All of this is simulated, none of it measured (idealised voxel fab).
Process module heading - voxel self aligned contacts
Square cell edge 5 nm, section width 285 nm, ID cut.
Think of the cross-section as a grid of square cells. We describe it in bands, top to bottom, and each band covers one or more rows of those cells.
Look at the band entry: it leads with the top's height and the bottom's height in nm. Then it lists the materials left to right, with a width in nm for each. The word "everywhere" on a single material says that material fills the band edge to edge. The word "blank" is empty space.
Heights are reckoned from 0. Under this level, the received wafer is all of one material. The bottommost band is open-ended downward, for example "0 and below".
A two-number width, for instance "30->40", indicates that the width is equal to the first number in the top row of the band and to the second number in the bottom row, and that it changes by a constant amount per row of cells.
Key: "everything unchanged" - step with no changed cell in the cross-section.
Empty spaces counting at least 8 cells and having no open way to the top are listed in "Enclosed cavities". The notation width x height at distance is used for each, the distance being from the left edge and all three values in nm.
after a step's settings: what the simulator itself notes on the step
"overlay nm", when on a step's line for a step with a mask, measures how far to the right of its planned place the mask lay; a negative measure means to the left.

The planned process steps are enumerated hereunder:
1: RECEIVE: material Si
2: OXIDIZE: depth nm 5
3: DIRECTIONAL_DEP: material polySi, thk nm 20
4: DIRECTIONAL_DEP: material SiN, thk nm 20
5: MASKED_ETCH: tone cover, mask id GATE, width nm 30, pitch nm 60, etch materials SiN, depth nm 20, overlay nm 0
6: MASKED_ETCH: tone cover, mask id GATE, width nm 30, pitch nm 60, etch materials polySi, depth nm 20, overlay nm 0
7: CONFORMAL_DEP: material SiN, thk nm 5
8: DIRECTIONAL_ETCH: etch materials SiN, depth nm 5
9: FILL_DEP: material SiO2, thk nm 15
10: CMP: height nm 45
11: MASKED_ETCH: tone open, mask id CONTACT, width nm 40, etch materials SiO2, depth nm 50, overlay nm 0
12: CONFORMAL_DEP: material TiN, thk nm 5
13: FILL_DEP: material W, thk nm 10
14: CMP: height nm 45
15: CONFORMAL_DEP: material SiN, thk nm 5

First wafer, two in total, run as planned:

Cross-sectional view of the wafer in its as-received condition, corresponding to the state after step 1:
	0 and below | Si everywhere
	Enclosed cavities: none

Once step 2 is through, the wafer looks like this in cross-section:
	0 down to -5 | SiO2 everywhere
	No changes below -5.

Once step 3 is through, the wafer looks like this in cross-section:
	20 down to 0 | polySi everywhere
	No changes below 0.

Once step 4 is through, the wafer looks like this in cross-section:
	40 down to 20 | SiN everywhere
	No changes below 20.

Once step 5 is through, the wafer looks like this in cross-section:
	40 down to 20 | blank=95; SiN=30; blank=30; SiN=30; blank=100
	No changes below 20.

Once step 6 is through, the wafer looks like this in cross-section:
	40 down to 20 | blank=95; SiN=30; blank=30; SiN=30; blank=100
	20 down to 0 | blank=95; polySi=30; blank=30; polySi=30; blank=100
	No changes below 0.

Once step 7 is through, the wafer looks like this in cross-section:
	45 down to 20 | blank=90; SiN=40; blank=20; SiN=40; blank=95
	20 down to 5 | blank=90; SiN=5; polySi=30; SiN=5; blank=20; SiN=5; polySi=30; SiN=5; blank=95
	5 down to 0 | SiN=95; polySi=30; SiN=30; polySi=30; SiN=100
	No changes below 0.

Once step 8 is through, the wafer looks like this in cross-section:
	40 down to 20 | blank=90; SiN=40; blank=20; SiN=40; blank=95
	20 down to 0 | blank=90; SiN=5; polySi=30; SiN=5; blank=20; SiN=5; polySi=30; SiN=5; blank=95
	No changes below 0.

Once step 9 is through, the wafer looks like this in cross-section:
	55 down to 40 | SiO2 everywhere
	40 down to 20 | SiO2=90; SiN=40; SiO2=20; SiN=40; SiO2=95
	20 down to 0 | SiO2=90; SiN=5; polySi=30; SiN=5; SiO2=20; SiN=5; polySi=30; SiN=5; SiO2=95
	No changes below 0.

Once step 10 is through, the wafer looks like this in cross-section:
	45 down to 40 | SiO2 everywhere
	No changes below 40.

Once step 11 is through, the wafer looks like this in cross-section:
	45 down to 40 | SiO2=120; blank=40; SiO2=125
	40 down to 20 | SiO2=90; SiN=40; blank=20; SiN=40; SiO2=95
	20 down to 0 | SiO2=90; SiN=5; polySi=30; SiN=5; blank=20; SiN=5; polySi=30; SiN=5; SiO2=95
	0 down to -5 | SiO2=130; blank=20; SiO2=135
	No changes below -5.

Once step 12 is through, the wafer looks like this in cross-section:
	50 down to 45 | TiN=125; blank=30; TiN=130
	45 down to 40 | SiO2=120; TiN=15; blank=10; TiN=15; SiO2=125
	40 down to 20 | SiO2=90; SiN=40; TiN=5; blank=10; TiN=5; SiN=40; SiO2=95
	20 down to 0 | SiO2=90; SiN=5; polySi=30; SiN=5; TiN=5; blank=10; TiN=5; SiN=5; polySi=30; SiN=5; SiO2=95
	0 down to -5 | SiO2=130; TiN=20; SiO2=135
	No changes below -5.

Once step 13 is through, the wafer looks like this in cross-section:
	60 down to 50 | W everywhere
	50 down to 45 | TiN=125; W=30; TiN=130
	45 down to 40 | SiO2=120; TiN=15; W=10; TiN=15; SiO2=125
	40 down to 20 | SiO2=90; SiN=40; TiN=5; W=10; TiN=5; SiN=40; SiO2=95
	20 down to 0 | SiO2=90; SiN=5; polySi=30; SiN=5; TiN=5; W=10; TiN=5; SiN=5; polySi=30; SiN=5; SiO2=95
	No changes below 0.

Once step 14 is through, the wafer looks like this in cross-section:
	45 down to 40 | SiO2=120; TiN=15; W=10; TiN=15; SiO2=125
	No changes below 40.

Once step 15 is through, the wafer looks like this in cross-section:
	50 down to 45 | SiN everywhere
	No changes below 45.

Companion wafer, the second of two: same beginning, same intended sequence, one mistake in carrying it out; through step 2 inclusive it tracks the first exactly:

Cross-sectional view of the second wafer at the intended end time of process step 3:
	10 down to 0 | polySi everywhere
	No changes below 0.

Cross-sectional view of the second wafer at the intended end time of process step 4:
	30 down to 10 | SiN everywhere
	No changes below 10.

Cross-sectional view of the second wafer at the intended end time of process step 5:
	30 down to 10 | blank=95; SiN=30; blank=30; SiN=30; blank=100
	No changes below 10.

Cross-sectional view of the second wafer at the intended end time of process step 6:
	30 down to 10 | blank=95; SiN=30; blank=30; SiN=30; blank=100
	10 down to 0 | blank=95; polySi=30; blank=30; polySi=30; blank=100
	No changes below 0.

Cross-sectional view of the second wafer at the intended end time of process step 7:
	35 down to 10 | blank=90; SiN=40; blank=20; SiN=40; blank=95
	10 down to 5 | blank=90; SiN=5; polySi=30; SiN=5; blank=20; SiN=5; polySi=30; SiN=5; blank=95
	5 down to 0 | SiN=95; polySi=30; SiN=30; polySi=30; SiN=100
	No changes below 0.

Cross-sectional view of the second wafer at the intended end time of process step 8:
	30 down to 10 | blank=90; SiN=40; blank=20; SiN=40; blank=95
	10 down to 0 | blank=90; SiN=5; polySi=30; SiN=5; blank=20; SiN=5; polySi=30; SiN=5; blank=95
	No changes below 0.

Cross-sectional view of the second wafer at the intended end time of process step 9:
	45 down to 30 | SiO2 everywhere
	30 down to 10 | SiO2=90; SiN=40; SiO2=20; SiN=40; SiO2=95
	10 down to 0 | SiO2=90; SiN=5; polySi=30; SiN=5; SiO2=20; SiN=5; polySi=30; SiN=5; SiO2=95
	No changes below 0.

Cross-sectional view of the second wafer at the intended end time of process step 10: everything unchanged

Cross-sectional view of the second wafer at the intended end time of process step 11:
	45 down to 30 | SiO2=120; blank=40; SiO2=125
	30 down to 10 | SiO2=90; SiN=40; blank=20; SiN=40; SiO2=95
	10 down to 0 | SiO2=90; SiN=5; polySi=30; SiN=5; blank=20; SiN=5; polySi=30; SiN=5; SiO2=95
	0 down to -5 | SiO2=130; blank=20; SiO2=135
	No changes below -5.

Cross-sectional view of the second wafer at the intended end time of process step 12:
	50 down to 45 | TiN=125; blank=30; TiN=130
	45 down to 35 | SiO2=120; TiN=5; blank=30; TiN=5; SiO2=125
	35 down to 30 | SiO2=120; TiN=15; blank=10; TiN=15; SiO2=125
	30 down to 10 | SiO2=90; SiN=40; TiN=5; blank=10; TiN=5; SiN=40; SiO2=95
	10 down to 0 | SiO2=90; SiN=5; polySi=30; SiN=5; TiN=5; blank=10; TiN=5; SiN=5; polySi=30; SiN=5; SiO2=95
	0 down to -5 | SiO2=130; TiN=20; SiO2=135
	No changes below -5.

Cross-sectional view of the second wafer at the intended end time of process step 13:
	60 down to 50 | W everywhere
	50 down to 45 | TiN=125; W=30; TiN=130
	45 down to 35 | SiO2=120; TiN=5; W=30; TiN=5; SiO2=125
	35 down to 30 | SiO2=120; TiN=15; W=10; TiN=15; SiO2=125
	30 down to 10 | SiO2=90; SiN=40; TiN=5; W=10; TiN=5; SiN=40; SiO2=95
	10 down to 0 | SiO2=90; SiN=5; polySi=30; SiN=5; TiN=5; W=10; TiN=5; SiN=5; polySi=30; SiN=5; SiO2=95
	No changes below 0.

Cross-sectional view of the second wafer at the intended end time of process step 14:
	45 down to 35 | SiO2=120; TiN=5; W=30; TiN=5; SiO2=125
	No changes below 35.

Cross-sectional view of the second wafer at the intended end time of process step 15:
	50 down to 45 | SiN everywhere
	No changes below 45.
What was done differently from what was planned? step 3 ran with different settings than intended, the actual operation and settings being DIRECTIONAL_DEP: material polySi, thk nm 10
Upon completion, the second wafer contains, in terms of cells, a greater or smaller amount of certain materials than the first wafer: -8 SiN; +24 SiO2; +8 W; -24 polySi
